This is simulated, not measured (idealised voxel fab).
You're looking at the process module voxel ribs on slabs.
It is cross-section cut that appears here, measuring 265 nm in width, its square cells being 5 nm in size.
If you're reading a cross-section in this doc, picture square cells in a grid; it comes to you as bands, top ones listed first down to the bottom, and a band can be one or more rows of cells.
Band entry format. Leading values: height of top, height of bottom, nm. Remainder: materials in left-to-right order, each with its width in nm. Special words: "all across" on a single material, which then fills the band edge to edge; "empty", empty space.
Counting heights begins at 0, where everything beneath is, in the wafer as received, one material. The lowest band has no bottom; it goes on downwards, as "0..down" shows.
When a width is written as two numbers, as in "30->40", the first number is the width in the top row of cells of the band and the second is the width in its bottom row, and the width changes by the same amount from each row to the next.
Step marked "changes: none"? Then no cell in the cross-section changed in it.
In the "Closed void entries" entry, you get each enclosed empty space of 8 cells or more, one with no open way to the top, written width x height at distance, distance from the left edge, in nm.
after a step's settings: what the simulator itself notes on the step
overlay nm: step with mask; distance mask lay right of planned place; negative value = left of planned place.

[The process steps that were planned are listed below]
1 RECEIVE with material Si
2 DIRECTIONAL_DEP with material SiO2, thk nm 30
3 DIRECTIONAL_DEP with material polySi, thk nm 20
4 PATTERN with tone cover, mask id RIB, material resist, width nm 30, thk nm 15, overlay nm 0
5 DIRECTIONAL_ETCH with etch materials polySi, depth nm 5
6 STRIP with etch materials resist
7 MASKED_ETCH with tone cover, mask id SLAB, width nm 60, etch materials polySi, depth nm 15, overlay nm 0
8 FILL_DEP with material SiO2, thk nm 20
9 CMP with height nm 60
10 DIRECTIONAL_DEP with material TiN, thk nm 10
11 PATTERN with tone cover, mask id HEATER, material resist, width nm 40, thk nm 15, overlay nm 0
12 DIRECTIONAL_ETCH with etch materials TiN, depth nm 10
13 STRIP with etch materials resist
14 CONFORMAL_DEP with material SiN, thk nm 10

[The first of two wafers, run as planned]

[Shown in cross-section is the wafer as received, that is, as it stands after step 1]
  0..down: Si all across
  Closed void entries: none

[Upon completion of step 2, the wafer appears in cross-section as shown]
  30..0: SiO2 all across
  Rest of section, below 0: as before.

[Upon completion of step 3, the wafer appears in cross-section as shown]
  50..30: polySi all across
  Rest of section, below 30: as before.

[Upon completion of step 4, the wafer appears in cross-section as shown]
  65..50: 115 empty; 30 resist; 120 empty
  Rest of section, below 50: as before.

[Upon completion of step 5, the wafer appears in cross-section as shown]
  65..50: 115 empty; 30 resist; 120 empty
  50..45: 115 empty; 30 polySi; 120 empty
  Rest of section, below 45: as before.

[Upon completion of step 6, the wafer appears in cross-section as shown]
  50..45: 115 empty; 30 polySi; 120 empty
  Rest of section, below 45: as before.

[Upon completion of step 7, the wafer appears in cross-section as shown]
  50..45: 115 empty; 30 polySi; 120 empty
  45..30: 100 empty; 60 polySi; 105 empty
  Rest of section, below 30: as before.

[Upon completion of step 8, the wafer appears in cross-section as shown]
  70..50: SiO2 all across
  50..45: 115 SiO2; 30 polySi; 120 SiO2
  45..30: 100 SiO2; 60 polySi; 105 SiO2
  Rest of section, below 30: as before.

[Upon completion of step 9, the wafer appears in cross-section as shown]
  60..50: SiO2 all across
  Rest of section, below 50: as before.

[Upon completion of step 10, the wafer appears in cross-section as shown]
  70..60: TiN all across
  Rest of section, below 60: as before.

[Upon completion of step 11, the wafer appears in cross-section as shown]
  85..70: 110 empty; 40 resist; 115 empty
  Rest of section, below 70: as before.

[Upon completion of step 12, the wafer appears in cross-section as shown]
  85..70: 110 empty; 40 resist; 115 empty
  70..60: 110 empty; 40 TiN; 115 empty
  Rest of section, below 60: as before.

[Upon completion of step 13, the wafer appears in cross-section as shown]
  70..60: 110 empty; 40 TiN; 115 empty
  Rest of section, below 60: as before.

[Upon completion of step 14, the wafer appears in cross-section as shown]
  80..70: 100 empty; 60 SiN; 105 empty
  70..60: 110 SiN; 40 TiN; 115 SiN
  Rest of section, below 60: as before.

[It is to be noted that the second wafer proceeded from the same initial state and according to the same plan as the first, although one mistake was committed in its execution; through step 2, inclusive, the two wafers share an identical history]

[The second wafer cut through, at the time step 3 was supposed to be finished]
  45..30: polySi all across
  Rest of section, below 30: as before.

[The second wafer cut through, at the time step 4 was supposed to be finished]
  60..45: 115 empty; 30 resist; 120 empty
  Rest of section, below 45: as before.

[The second wafer cut through, at the time step 5 was supposed to be finished]
  60..45: 115 empty; 30 resist; 120 empty
  45..40: 115 empty; 30 polySi; 120 empty
  Rest of section, below 40: as before.

[The second wafer cut through, at the time step 6 was supposed to be finished]
  45..40: 115 empty; 30 polySi; 120 empty
  Rest of section, below 40: as before.

[The second wafer cut through, at the time step 7 was supposed to be finished]
  45..40: 115 empty; 30 polySi; 120 empty
  40..30: 100 empty; 60 polySi; 105 empty
  Rest of section, below 30: as before.

[The second wafer cut through, at the time step 8 was supposed to be finished]
  65..45: SiO2 all across
  45..40: 115 SiO2; 30 polySi; 120 SiO2
  40..30: 100 SiO2; 60 polySi; 105 SiO2
  Rest of section, below 30: as before.

[The second wafer cut through, at the time step 9 was supposed to be finished]
  60..45: SiO2 all across
  Rest of section, below 45: as before.

[The second wafer cut through, at the time step 10 was supposed to be finished]
  70..60: TiN all across
  Rest of section, below 60: as before.

[The second wafer cut through, at the time step 11 was supposed to be finished]
  85..70: 110 empty; 40 resist; 115 empty
  Rest of section, below 70: as before.

[The second wafer cut through, at the time step 12 was supposed to be finished]
  85..70: 110 empty; 40 resist; 115 empty
  70..60: 110 empty; 40 TiN; 115 empty
  Rest of section, below 60: as before.

[The second wafer cut through, at the time step 13 was supposed to be finished]
  70..60: 110 empty; 40 TiN; 115 empty
  Rest of section, below 60: as before.

[The second wafer cut through, at the time step 14 was supposed to be finished]
  80..70: 100 empty; 60 SiN; 105 empty
  70..60: 110 SiN; 40 TiN; 115 SiN
  Rest of section, below 60: as before.
Error vs. plan: note that step 3 departed from the planned setting and was carried out as DIRECTIONAL_DEP with material polySi, thk nm 15
Final difference in cells, second wafer against first, listed per material as more or fewer: SiO2: 12 more | polySi: 12 fewer
